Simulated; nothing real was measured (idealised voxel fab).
process module | voxel capacitor over wiring
cross-section cut | 225 nm wide | cells 5 nm
A cross-section is a grid of square cells, given in bands from the top down. A band is one or more rows of cells.
Each band's line starts with the height of the band's top and of its bottom, in nm. Then come its materials from left to right, each with its width in nm. One material with "throughout" fills the band from edge to edge. "air" is empty space.
Height 0 is the level under which the wafer as received is all one material. The lowest band goes on downwards, as in "0 down".
A width such as "30 to 40" changes by the same amount from each row of cells to the next, from the band's top row to its bottom row.
"no change" after a step means that no cell of the cross-section changed.
closed voids: empty space of 8 cells or more with no open way to the top, each as width x height at its distance from the left edge, in nm
after a step's settings: what the simulator itself notes on the step
overlay nm, on a step with a mask: how far to the right of its planned place the mask lay; to the left if negative
plan
1 op RECEIVE | material Si
2 op CONFORMAL_DEP | material SiO2 | thk nm 15
3 op CONFORMAL_DEP | material SiN | thk nm 5
4 op DIRECTIONAL_DEP | material SiO2 | thk nm 25
5 op PATTERN | tone open | mask id METAL_1 | material resist | width nm 30 | pitch nm 80 | thk nm 15 | overlay nm 0
6 op DIRECTIONAL_ETCH | etch materials SiO2 | depth nm 25
7 op DIRECTIONAL_ETCH | etch materials SiN | depth nm 5
8 op STRIP | etch materials resist
9 op CONFORMAL_DEP | material TiN | thk nm 5
10 op FILL_DEP | material W | thk nm 10
11 op CMP | height nm 45
12 op CONFORMAL_DEP | material SiCN | thk nm 5
13 op DIRECTIONAL_DEP | material lowk | thk nm 15
14 op PATTERN | tone open | mask id PLUG_1 | material resist | width nm 15 | thk nm 20 | overlay nm 0
15 op DIRECTIONAL_ETCH | etch materials lowk | depth nm 15
16 op DIRECTIONAL_ETCH | etch materials SiCN | depth nm 5
17 op STRIP | etch materials resist
18 op EPI | material Ru | thk nm 10
19 op EPI | material Ru | thk nm 10
20 op DIRECTIONAL_DEP | material TiN | thk nm 10
21 op DIRECTIONAL_DEP | material HfO2 | thk nm 5
22 op DIRECTIONAL_DEP | material TiN | thk nm 10
23 op MASKED_ETCH | tone cover | mask id UPPER_PLATE | width nm 55 | etch materials TiN | depth nm 10 | overlay nm 0
24 op MASKED_ETCH | tone cover | mask id UPPER_PLATE | width nm 55 | etch materials HfO2 | depth nm 5 | overlay nm 0
25 op MASKED_ETCH | tone cover | mask id LOWER_PLATE | width nm 65 | etch materials TiN | depth nm 10 | overlay nm 0
26 op FILL_DEP | material SiO2 | thk nm 20
27 op CMP | height nm 105
28 op PATTERN | tone open | mask id PLUG_2 | material resist | width nm 15 | thk nm 15 | overlay nm 0
29 op DIRECTIONAL_ETCH | etch materials SiO2 | depth nm 15
30 op STRIP | etch materials resist
31 op CONFORMAL_DEP | material TiN | thk nm 5
32 op FILL_DEP | material Ru | thk nm 10
33 op CMP | height nm 105
34 op CONFORMAL_DEP | material SiN | thk nm 5
as received, after step 1
  0 down: Si throughout
  closed voids: none
a wafer at the end: this start, this plan, one mistake
  110 to 105: SiN throughout
  105 to 95: SiO2 80 | TiN 5 | Ru 5 | TiN 5 | SiO2 130
  95 to 85: SiO2 80 to 70 | TiN 15 to 20 | SiO2 130 to 135
  85 to 80: SiO2 70 | TiN 55 | SiO2 100
  80 to 75: SiO2 70 | HfO2 20 | TiN 35 | SiO2 100
  75 to 70: SiO2 65 | TiN 25 | HfO2 35 | SiO2 100
  70 to 65: SiO2 65 | TiN 65 | SiO2 95
  65 to 60: SiO2 65 | Ru 25 | TiN 40 | SiO2 95
  60 to 50: lowk 70 | Ru 15 | lowk 140
  50 to 45: SiCN 70 | Ru 15 | SiCN 140
  45 to 20: SiO2 55 | TiN 5 | W 20 | TiN 5 | SiO2 50 | TiN 5 | W 20 | TiN 5 | SiO2 60
  20 to 15: SiN 55 | TiN 30 | SiN 50 | TiN 30 | SiN 60
  15 to 0: SiO2 throughout
  0 down: Si throughout
  closed voids: none
what went wrong: step 13 ran as: op DIRECTIONAL_DEP | material lowk | thk nm 10
